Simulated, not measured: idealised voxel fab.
Proc. module: voxel transistor to metal
The width of the displayed cross-section, cut, is 290 nm; its cells are square, with a size of 5 nm.
A cross-section is written here as square cells arranged in a grid, and it is given in bands from the top down, each band taking up one or more rows of cells. Look at the band entry: it leads with the top's height and the bottom's height in nm. Then it lists the materials left to right, with a width in nm for each. The word "full width" on a single material says that material fills the band edge to edge. The word "blank" is empty space. Height reference: 0 = level under which incoming wafer is all one material. Lowest band: no bottom, runs on downward, e.g. "0 nm and below". The expression "30 to 40" gives the width at the extremes of the band, the first number at its top row of cells and the second at its bottom row, with the width changing by equal amounts from each row to the next in between. A step reported as "remained unchanged" is a step in which no cell of the cross-section changed. "closed voids": empty spaces of 8 cells or more with no open way to the top, each given as width x height at distance, distance from the left edge, all in nm. What comes after the settings on a step's line is commentary from the simulator itself on that step. overlay nm: right-of-plan distance of the mask on a masked step; negative values mean left-of-plan.
[So here's the lineup of process steps we planned]
- 1: RECEIVE, material Si
- 2: OXIDIZE, depth nm 5
- 3: CONFORMAL_DEP, material SiN, thk nm 10
- 4: PATTERN, tone cover, mask id ACTIVE, material resist, width nm 95, pitch nm 115, thk nm 20, overlay nm 0
- 5: DIRECTIONAL_ETCH, etch materials SiN, depth nm 10
- 6: DIRECTIONAL_ETCH, etch materials SiO2, depth nm 5
- 7: DIRECTIONAL_ETCH, etch materials Si, depth nm 35
- 8: STRIP, etch materials resist
- 9: FILL_DEP, material SiO2, thk nm 10
- 10: CMP, height nm 10
- 11: SELECTIVE_ETCH, etch materials SiO2, depth nm 10
- 12: STRIP, etch materials SiN
- 13: SELECTIVE_ETCH, etch materials SiO2, depth nm 5
- 14: OXIDIZE, depth nm 5
- 15: DIRECTIONAL_DEP, material polySi, thk nm 30
- 16: DIRECTIONAL_DEP, material SiCN, thk nm 10
- 17: DIRECTIONAL_DEP, material aC, thk nm 15
- 18: PATTERN, tone cover, mask id GATE, material resist, width nm 25, pitch nm 115, thk nm 35, overlay nm 0
- 19: DIRECTIONAL_ETCH, etch materials aC, depth nm 15
- 20: STRIP, etch materials resist
- 21: DIRECTIONAL_ETCH, etch materials SiCN, depth nm 20
- 22: DIRECTIONAL_ETCH, etch materials polySi, depth nm 40
- 23: STRIP, etch materials aC
- 24: CONFORMAL_DEP, material SiO2, thk nm 5
- 25: DIRECTIONAL_ETCH, etch materials SiO2, depth nm 5
- 26: CONFORMAL_DEP, material SiN, thk nm 10
- 27: DIRECTIONAL_ETCH, etch materials SiN, depth nm 10
- 28: DIRECTIONAL_ETCH, etch materials SiO2, depth nm 5
- 29: DIRECTIONAL_ETCH, etch materials Si, depth nm 15
- 30: EPI, material nSi, thk nm 20
- 31: FILL_DEP, material SiO2, thk nm 10
- 32: CMP, height nm 25
- 33: STRIP, etch materials polySi
- 34: SELECTIVE_ETCH, etch materials SiO2, depth nm 5
- 35: CONFORMAL_DEP, material HfO2, thk nm 5
- 36: CONFORMAL_DEP, material TiN, thk nm 5
- 37: FILL_DEP, material W, thk nm 5
- 38: CMP, height nm 20
- 39: DIRECTIONAL_DEP, material SiO2, thk nm 10
- 40: PATTERN, tone open, mask id CONTACT, material resist, width nm 15, thk nm 15, overlay nm 0
- 41: DIRECTIONAL_ETCH, etch materials SiO2, depth nm 20
- 42: STRIP, etch materials resist
- 43: CONFORMAL_DEP, material TiN, thk nm 5
- 44: FILL_DEP, material W, thk nm 5
- 45: CMP, height nm 30
- 46: CONFORMAL_DEP, material SiN, thk nm 5
- 47: DIRECTIONAL_DEP, material lowk, thk nm 20
- 48: MASKED_ETCH, tone open, mask id METAL_1, width nm 15, etch materials lowk, depth nm 20, overlay nm 0
- 49: MASKED_ETCH, tone open, mask id METAL_1, width nm 15, etch materials SiN, depth nm 5, overlay nm 0
- 50: CONFORMAL_DEP, material TiN, thk nm 5
- 51: FILL_DEP, material Ru, thk nm 10
- 52: CMP, height nm 55
- 53: CONFORMAL_DEP, material SiCN, thk nm 5
- 54: DIRECTIONAL_DEP, material lowk, thk nm 25
- 55: PATTERN, tone open, mask id METAL_2, material resist, width nm 15, pitch nm 115, thk nm 15, overlay nm 0
- 56: DIRECTIONAL_ETCH, etch materials lowk, depth nm 15
- 57: STRIP, etch materials resist
- 58: DIRECTIONAL_DEP, material aC, thk nm 15
- 59: PATTERN, tone open, mask id METAL_2_HOLES, material resist, width nm 15, pitch nm 115, thk nm 30, overlay nm 0
- 60: DIRECTIONAL_ETCH, etch materials aC, depth nm 15
- 61: STRIP, etch materials resist
- 62: DIRECTIONAL_ETCH, etch materials lowk, depth nm 10
- 63: DIRECTIONAL_ETCH, etch materials SiCN, depth nm 5
- 64: STRIP, etch materials aC
- 65: CONFORMAL_DEP, material TiN, thk nm 5
- 66: FILL_DEP, material Ru, thk nm 5
- 67: CMP, height nm 85
- 68: CONFORMAL_DEP, material SiCN, thk nm 5
[As-received state of the wafer in cross-section, equivalent to post-step 1]
* 0 nm and below: Si full width
* closed voids: none
[One mistake in running the module, otherwise start and plan as above: cross-section at the end]
* 90 nm to 85 nm: SiCN full width
* 85 nm to 60 nm: 45 of lowk | 5 of TiN | 5 of Ru | 5 of TiN | 100 of lowk | 5 of TiN | 5 of Ru | 5 of TiN | 115 of lowk
* 60 nm to 55 nm: 45 of SiCN | 15 of TiN | 100 of SiCN | 15 of TiN | 115 of SiCN
* 55 nm to 35 nm: 45 of lowk | 5 of TiN | 5 of Ru | 5 of TiN | 55 of lowk | 5 of TiN | 5 of Ru | 5 of TiN | 30 of lowk | 5 of TiN | 5 of Ru | 5 of TiN | 55 of lowk | 5 of TiN | 5 of Ru | 5 of TiN | 45 of lowk
* 35 nm to 30 nm: 45 of SiN | 15 of TiN | 55 of SiN | 15 of TiN | 30 of SiN | 15 of TiN | 55 of SiN | 15 of TiN | 45 of SiN
* 30 nm to 25 nm: 45 of SiO2 | 5 of TiN | 5 of W | 5 of TiN | 55 of SiO2 | 5 of TiN | 5 of W | 5 of TiN | 30 of SiO2 | 5 of TiN | 5 of W | 5 of TiN | 55 of SiO2 | 5 of TiN | 5 of W | 5 of TiN | 45 of SiO2
* 25 nm to 20 nm: 45 of SiO2 | 5 of TiN | 5 of W | 5 of TiN | 55 of SiO2 | 15 of TiN | 30 of SiO2 | 5 of TiN | 5 of W | 5 of TiN | 55 of SiO2 | 15 of TiN | 45 of SiO2
* 20 nm to 15 nm: 45 of SiO2 | 5 of TiN | 5 of W | 5 of TiN | 5 of SiO2 | 10 of SiN | 5 of HfO2 | 5 of TiN | 15 of W | 5 of TiN | 5 of HfO2 | 10 of SiN | 10 of TiN | 30 of SiO2 | 5 of TiN | 5 of W | 5 of TiN | 5 of SiO2 | 10 of SiN | 5 of HfO2 | 5 of TiN | 15 of W | 5 of TiN | 5 of HfO2 | 10 of SiN | 10 of TiN | 45 of SiO2
* 15 nm to 10 nm: 45 of SiO2 | 15 of TiN | 5 of SiO2 | 10 of SiN | 5 of HfO2 | 5 of TiN | 15 of W | 5 of TiN | 5 of HfO2 | 10 of SiN | 10 of TiN | 30 of SiO2 | 15 of TiN | 5 of SiO2 | 10 of SiN | 5 of HfO2 | 5 of TiN | 15 of W | 5 of TiN | 5 of HfO2 | 10 of SiN | 10 of TiN | 45 of SiO2
* 10 nm to 0 nm: 45 of SiO2 | 20 of nSi | 10 of SiN | 5 of HfO2 | 5 of TiN | 15 of W | 5 of TiN | 5 of HfO2 | 10 of SiN | 20 of nSi | 20 of SiO2 | 20 of nSi | 10 of SiN | 5 of HfO2 | 5 of TiN | 15 of W | 5 of TiN | 5 of HfO2 | 10 of SiN | 20 of nSi | 35 of SiO2
* 0 nm to -5 nm: 45 of SiO2 | 20 of nSi | 10 of SiN | 5 of HfO2 | 25 of TiN | 5 of HfO2 | 10 of SiN | 20 of nSi | 20 of SiO2 | 20 of nSi | 10 of SiN | 5 of HfO2 | 25 of TiN | 5 of HfO2 | 10 of SiN | 20 of nSi | 35 of SiO2
* -5 nm to -10 nm: 35 of SiO2 | 30 of nSi | 10 of SiO2 | 35 of HfO2 | 10 of SiO2 | 20 of nSi | 10 of SiO2 | 30 of nSi | 10 of SiO2 | 35 of HfO2 | 10 of SiO2 | 20 of nSi | 35 of SiO2
* -10 nm to -25 nm: 40 of SiO2 | 25 of nSi | 55 of Si | 15 of nSi | 20 of SiO2 | 25 of nSi | 55 of Si | 15 of nSi | 40 of SiO2
* -25 nm to -40 nm: 40 of SiO2 | 95 of Si | 20 of SiO2 | 95 of Si | 40 of SiO2
* -40 nm and below: Si full width
* closed voids: none
It is concluded that the wafer was processed incorrectly with respect to the plan, in that it should be noted that step 18 was executed with settings other than those planned, the operation and settings actually applied being PATTERN, tone cover, mask id GATE, material resist, width nm 25, pitch nm 115, thk nm 35, overlay nm 5
